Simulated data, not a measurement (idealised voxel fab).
Name of the process module below: voxel self aligned contacts
Square cells of 5 nm make up the cross-section cut, whose width is 270 nm.
How to read a cross-section here: the picture is a grid of square cells, written as bands going from the top down, and any band can span one or more rows of cells. Within each band entry, the heights of the top and of the bottom of the band appear first, in that order and in nm; the materials of the band then follow from left to right, each with its corresponding width in nm. The designation "everywhere" on a single material indicates that it fills the band from edge to edge; the designation "empty" indicates empty space. Counting heights begins at 0, where everything beneath is, in the wafer as received, one material. The lowest band has no bottom; it goes on downwards, as "top 0, no bottom" shows. A two-number width, for instance "30 to 40", indicates that the width is equal to the first number in the top row of the band and to the second number in the bottom row, and that it changes by a constant amount per row of cells. For the purposes of this document, the phrase "no modifications" attached to a step denotes that no cell within the cross-section was modified by that step. Enclosed voids (no open way to top), threshold 8 cells or more, entry "Unvented cavities", notation width x height at distance, distance from left edge, nm. after a step's settings: what the simulator itself notes on the step. overlay nm: right-of-plan distance of the mask on a masked step; negative values mean left-of-plan.

## Process steps (planned)
| 1 | RECEIVE [material Si] |
| 2 | CONFORMAL_DEP [material SiO2] [thk nm 5] |
| 3 | DIRECTIONAL_DEP [material polySi] [thk nm 25] |
| 4 | DIRECTIONAL_DEP [material SiN] [thk nm 20] |
| 5 | MASKED_ETCH [tone cover] [mask id GATE] [width nm 25] [pitch nm 65] [etch materials SiN] [depth nm 20] [overlay nm 0] |
| 6 | MASKED_ETCH [tone cover] [mask id GATE] [width nm 25] [pitch nm 65] [etch materials polySi] [depth nm 25] [overlay nm 0] |
| 7 | CONFORMAL_DEP [material SiN] [thk nm 10] |
| 8 | DIRECTIONAL_ETCH [etch materials SiN] [depth nm 10] |
| 9 | FILL_DEP [material SiO2] [thk nm 15] |
| 10 | CMP [height nm 55] |
| 11 | PATTERN [tone open] [mask id CONTACT] [material resist] [width nm 50] [pitch nm 65] [thk nm 15] [overlay nm 0] |
| 12 | DIRECTIONAL_ETCH [etch materials SiO2] [depth nm 55] |
| 13 | STRIP [etch materials resist] |
| 14 | CONFORMAL_DEP [material TiN] [thk nm 5] |
| 15 | FILL_DEP [material W] [thk nm 5] |
| 16 | CMP [height nm 55] |
| 17 | CONFORMAL_DEP [material SiN] [thk nm 5] |

## Concerning the first of two wafers, which was run in accordance with the plan

## Wafer at receipt (post step 1), cross-section
> top 0, no bottom = Si everywhere
> Unvented cavities: none

## After step 2: wafer cross-section
> top 5, bottom 0 = SiO2 everywhere
> Note: structure below 0 unchanged.

## After step 3: wafer cross-section
> top 30, bottom 5 = polySi everywhere
> Note: structure below 5 unchanged.

## After step 4: wafer cross-section
> top 50, bottom 30 = SiN everywhere
> Note: structure below 30 unchanged.

## After step 5: wafer cross-section
> top 50, bottom 30 = 55 empty | 25 SiN | 40 empty | 25 SiN | 40 empty | 25 SiN | 60 empty
> Note: structure below 30 unchanged.

## After step 6: wafer cross-section
> top 50, bottom 30 = 55 empty | 25 SiN | 40 empty | 25 SiN | 40 empty | 25 SiN | 60 empty
> top 30, bottom 5 = 55 empty | 25 polySi | 40 empty | 25 polySi | 40 empty | 25 polySi | 60 empty
> Note: structure below 5 unchanged.

## After step 7: wafer cross-section
> top 60, bottom 30 = 45 empty | 45 SiN | 20 empty | 45 SiN | 20 empty | 45 SiN | 50 empty
> top 30, bottom 15 = 45 empty | 10 SiN | 25 polySi | 10 SiN | 20 empty | 10 SiN | 25 polySi | 10 SiN | 20 empty | 10 SiN | 25 polySi | 10 SiN | 50 empty
> top 15, bottom 5 = 55 SiN | 25 polySi | 40 SiN | 25 polySi | 40 SiN | 25 polySi | 60 SiN
> Note: structure below 5 unchanged.

## After step 8: wafer cross-section
> top 50, bottom 30 = 45 empty | 45 SiN | 20 empty | 45 SiN | 20 empty | 45 SiN | 50 empty
> top 30, bottom 5 = 45 empty | 10 SiN | 25 polySi | 10 SiN | 20 empty | 10 SiN | 25 polySi | 10 SiN | 20 empty | 10 SiN | 25 polySi | 10 SiN | 50 empty
> Note: structure below 5 unchanged.

## After step 9: wafer cross-section
> top 65, bottom 50 = SiO2 everywhere
> top 50, bottom 30 = 45 SiO2 | 45 SiN | 20 SiO2 | 45 SiN | 20 SiO2 | 45 SiN | 50 SiO2
> top 30, bottom 5 = 45 SiO2 | 10 SiN | 25 polySi | 10 SiN | 20 SiO2 | 10 SiN | 25 polySi | 10 SiN | 20 SiO2 | 10 SiN | 25 polySi | 10 SiN | 50 SiO2
> Note: structure below 5 unchanged.

## After step 10: wafer cross-section
> top 55, bottom 50 = SiO2 everywhere
> Note: structure below 50 unchanged.

## After step 11: wafer cross-section
> top 70, bottom 55 = 75 resist | 50 empty | 15 resist | 50 empty | 80 resist
> Note: structure below 55 unchanged.

## After step 12: wafer cross-section
> top 70, bottom 55 = 75 resist | 50 empty | 15 resist | 50 empty | 80 resist
> top 55, bottom 50 = 75 SiO2 | 50 empty | 15 SiO2 | 50 empty | 80 SiO2
> top 50, bottom 30 = 45 SiO2 | 45 SiN | 20 empty | 45 SiN | 20 empty | 45 SiN | 50 SiO2
> top 30, bottom 5 = 45 SiO2 | 10 SiN | 25 polySi | 10 SiN | 20 empty | 10 SiN | 25 polySi | 10 SiN | 20 empty | 10 SiN | 25 polySi | 10 SiN | 50 SiO2
> top 5, bottom 0 = 90 SiO2 | 20 empty | 45 SiO2 | 20 empty | 95 SiO2
> Note: structure below 0 unchanged.

## After step 13: wafer cross-section
> top 55, bottom 50 = 75 SiO2 | 50 empty | 15 SiO2 | 50 empty | 80 SiO2
> Note: structure below 50 unchanged.

## After step 14: wafer cross-section
> top 60, bottom 55 = 80 TiN | 40 empty | 25 TiN | 40 empty | 85 TiN
> top 55, bottom 50 = 75 SiO2 | 20 TiN | 10 empty | 20 TiN | 15 SiO2 | 20 TiN | 10 empty | 20 TiN | 80 SiO2
> top 50, bottom 30 = 45 SiO2 | 45 SiN | 5 TiN | 10 empty | 5 TiN | 45 SiN | 5 TiN | 10 empty | 5 TiN | 45 SiN | 50 SiO2
> top 30, bottom 5 = 45 SiO2 | 10 SiN | 25 polySi | 10 SiN | 5 TiN | 10 empty | 5 TiN | 10 SiN | 25 polySi | 10 SiN | 5 TiN | 10 empty | 5 TiN | 10 SiN | 25 polySi | 10 SiN | 50 SiO2
> top 5, bottom 0 = 90 SiO2 | 20 TiN | 45 SiO2 | 20 TiN | 95 SiO2
> Note: structure below 0 unchanged.

## After step 15: wafer cross-section
> top 65, bottom 60 = W everywhere
> top 60, bottom 55 = 80 TiN | 40 W | 25 TiN | 40 W | 85 TiN
> top 55, bottom 50 = 75 SiO2 | 20 TiN | 10 W | 20 TiN | 15 SiO2 | 20 TiN | 10 W | 20 TiN | 80 SiO2
> top 50, bottom 30 = 45 SiO2 | 45 SiN | 5 TiN | 10 W | 5 TiN | 45 SiN | 5 TiN | 10 W | 5 TiN | 45 SiN | 50 SiO2
> top 30, bottom 5 = 45 SiO2 | 10 SiN | 25 polySi | 10 SiN | 5 TiN | 10 W | 5 TiN | 10 SiN | 25 polySi | 10 SiN | 5 TiN | 10 W | 5 TiN | 10 SiN | 25 polySi | 10 SiN | 50 SiO2
> Note: structure below 5 unchanged.

## After step 16: wafer cross-section
> top 55, bottom 50 = 75 SiO2 | 20 TiN | 10 W | 20 TiN | 15 SiO2 | 20 TiN | 10 W | 20 TiN | 80 SiO2
> Note: structure below 50 unchanged.

## After step 17: wafer cross-section
> top 60, bottom 55 = SiN everywhere
> Note: structure below 55 unchanged.

## Wafer two of two - same starting point, same process plan, one mistake in execution; matches wafer one up to and including step 10

## Planned end of step 11: second wafer, cross-section
> top 70, bottom 55 = 85 resist | 50 empty | 15 resist | 50 empty | 70 resist
> Note: structure below 55 unchanged.

## Planned end of step 12: second wafer, cross-section
> top 70, bottom 55 = 85 resist | 50 empty | 15 resist | 50 empty | 70 resist
> top 55, bottom 50 = 85 SiO2 | 50 empty | 15 SiO2 | 50 empty | 70 SiO2
> top 50, bottom 30 = 45 SiO2 | 45 SiN | 20 empty | 45 SiN | 20 empty | 45 SiN | 50 SiO2
> top 30, bottom 5 = 45 SiO2 | 10 SiN | 25 polySi | 10 SiN | 20 empty | 10 SiN | 25 polySi | 10 SiN | 20 empty | 10 SiN | 25 polySi | 10 SiN | 50 SiO2
> top 5, bottom 0 = 90 SiO2 | 20 empty | 45 SiO2 | 20 empty | 95 SiO2
> Note: structure below 0 unchanged.

## Planned end of step 13: second wafer, cross-section
> top 55, bottom 50 = 85 SiO2 | 50 empty | 15 SiO2 | 50 empty | 70 SiO2
> Note: structure below 50 unchanged.

## Planned end of step 14: second wafer, cross-section
> top 60, bottom 55 = 90 TiN | 40 empty | 25 TiN | 40 empty | 75 TiN
> top 55, bottom 50 = 85 SiO2 | 10 TiN | 10 empty | 30 TiN | 15 SiO2 | 10 TiN | 10 empty | 30 TiN | 70 SiO2
> top 50, bottom 30 = 45 SiO2 | 45 SiN | 5 TiN | 10 empty | 5 TiN | 45 SiN | 5 TiN | 10 empty | 5 TiN | 45 SiN | 50 SiO2
> top 30, bottom 5 = 45 SiO2 | 10 SiN | 25 polySi | 10 SiN | 5 TiN | 10 empty | 5 TiN | 10 SiN | 25 polySi | 10 SiN | 5 TiN | 10 empty | 5 TiN | 10 SiN | 25 polySi | 10 SiN | 50 SiO2
> top 5, bottom 0 = 90 SiO2 | 20 TiN | 45 SiO2 | 20 TiN | 95 SiO2
> Note: structure below 0 unchanged.

## Planned end of step 15: second wafer, cross-section
> top 65, bottom 60 = W everywhere
> top 60, bottom 55 = 90 TiN | 40 W | 25 TiN | 40 W | 75 TiN
> top 55, bottom 50 = 85 SiO2 | 10 TiN | 10 W | 30 TiN | 15 SiO2 | 10 TiN | 10 W | 30 TiN | 70 SiO2
> top 50, bottom 30 = 45 SiO2 | 45 SiN | 5 TiN | 10 W | 5 TiN | 45 SiN | 5 TiN | 10 W | 5 TiN | 45 SiN | 50 SiO2
> top 30, bottom 5 = 45 SiO2 | 10 SiN | 25 polySi | 10 SiN | 5 TiN | 10 W | 5 TiN | 10 SiN | 25 polySi | 10 SiN | 5 TiN | 10 W | 5 TiN | 10 SiN | 25 polySi | 10 SiN | 50 SiO2
> Note: structure below 5 unchanged.

## Planned end of step 16: second wafer, cross-section
> top 55, bottom 50 = 85 SiO2 | 10 TiN | 10 W | 30 TiN | 15 SiO2 | 10 TiN | 10 W | 30 TiN | 70 SiO2
> Note: structure below 50 unchanged.

## Planned end of step 17: second wafer, cross-section
> top 60, bottom 55 = SiN everywhere
> Note: structure below 55 unchanged.
Deviation noted in wafer processing: step 11 off recipe, ran as PATTERN [tone open] [mask id CONTACT] [material resist] [width nm 50] [pitch nm 65] [thk nm 15] [overlay nm 10]
If you tally the cells, the second wafer ends up with the same amount of every material as the first; it's all just sitting in different places.
